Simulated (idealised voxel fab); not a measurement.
process module | voxel gate over fins
cross-section cut | 175 nm wide | cells 5 nm
A cross-section is a grid of square cells, given in bands from the top down. A band is one or more rows of cells.
Each band's line starts with the height of the band's top and of its bottom, in nm. Then come its materials from left to right, each with its width in nm. One material with "throughout" fills the band from edge to edge. "air" is empty space.
Height 0 is the level under which the wafer as received is all one material. The lowest band goes on downwards, as in "0 down".
A width such as "30 to 40" changes by the same amount from each row of cells to the next, from the band's top row to its bottom row.
"no change" after a step means that no cell of the cross-section changed.
closed voids: empty space of 8 cells or more with no open way to the top, each as width x height at its distance from the left edge, in nm
after a step's settings: what the simulator itself notes on the step
overlay nm, on a step with a mask: how far to the right of its planned place the mask lay; to the left if negative
plan
1 op RECEIVE | material Si
2 op CONFORMAL_DEP | material SiN | thk nm 5
3 op DIRECTIONAL_DEP | material aC | thk nm 15
4 op PATTERN | tone cover | mask id FINS | material resist | width nm 15 | pitch nm 35 | thk nm 35 | overlay nm 0
5 op DIRECTIONAL_ETCH | etch materials aC | depth nm 15
6 op STRIP | etch materials resist
7 op DIRECTIONAL_ETCH | etch materials SiN | depth nm 5
8 op DIRECTIONAL_ETCH | etch materials Si | depth nm 30
9 op STRIP | etch materials aC
10 op FILL_DEP | material SiO2 | thk nm 5
11 op CMP | height nm 5
12 op SELECTIVE_ETCH | etch materials SiO2 | depth nm 20
13 op STRIP | etch materials SiN
14 op CONFORMAL_DEP | material HfO2 | thk nm 5
15 op CONFORMAL_DEP | material TiN | thk nm 5
16 op FILL_DEP | material W | thk nm 10
17 op CMP | height nm 15
18 op CONFORMAL_DEP | material SiCN | thk nm 10
as received, after step 1
  0 down: Si throughout
  closed voids: none
first wafer at the end, as planned
  25 to 15: SiCN throughout
  15 to 10: W throughout
  10 to 5: W 50 | TiN 70 | W 55
  5 to 0: W 50 | TiN 5 | HfO2 25 | TiN 10 | HfO2 25 | TiN 5 | W 55
  0 to -5: W 50 | TiN 5 | HfO2 5 | Si 15 | HfO2 5 | TiN 10 | HfO2 5 | Si 15 | HfO2 5 | TiN 5 | W 55
  -5 to -10: TiN 55 | HfO2 5 | Si 15 | HfO2 5 | TiN 10 | HfO2 5 | Si 15 | HfO2 5 | TiN 60
  -10 to -15: HfO2 60 | Si 15 | HfO2 20 | Si 15 | HfO2 65
  -15 to -30: SiO2 60 | Si 15 | SiO2 20 | Si 15 | SiO2 65
  -30 down: Si throughout
  closed voids: none
second wafer at the end: like start, like plan, one mistake
  25 to 15: SiCN throughout
  15 to 10: W throughout
  10 to 5: W 50 | TiN 70 | W 55
  5 to 0: W 50 | TiN 5 | HfO2 25 | TiN 10 | HfO2 25 | TiN 5 | W 55
  0 to -5: W 50 | TiN 5 | HfO2 5 | Si 15 | HfO2 5 | TiN 10 | HfO2 5 | Si 15 | HfO2 5 | TiN 5 | W 55
  -5 to -10: TiN 55 | HfO2 5 | Si 15 | HfO2 5 | TiN 10 | HfO2 5 | Si 15 | HfO2 5 | TiN 60
  -10 to -15: HfO2 60 | Si 15 | HfO2 20 | Si 15 | HfO2 65
  -15 to -60: SiO2 60 | Si 15 | SiO2 20 | Si 15 | SiO2 65
  -60 down: Si throughout
  closed voids: none
what went wrong: step 8 was run twice
at the end the second wafer has, in cells: 174 fewer of Si | 174 more of SiO2
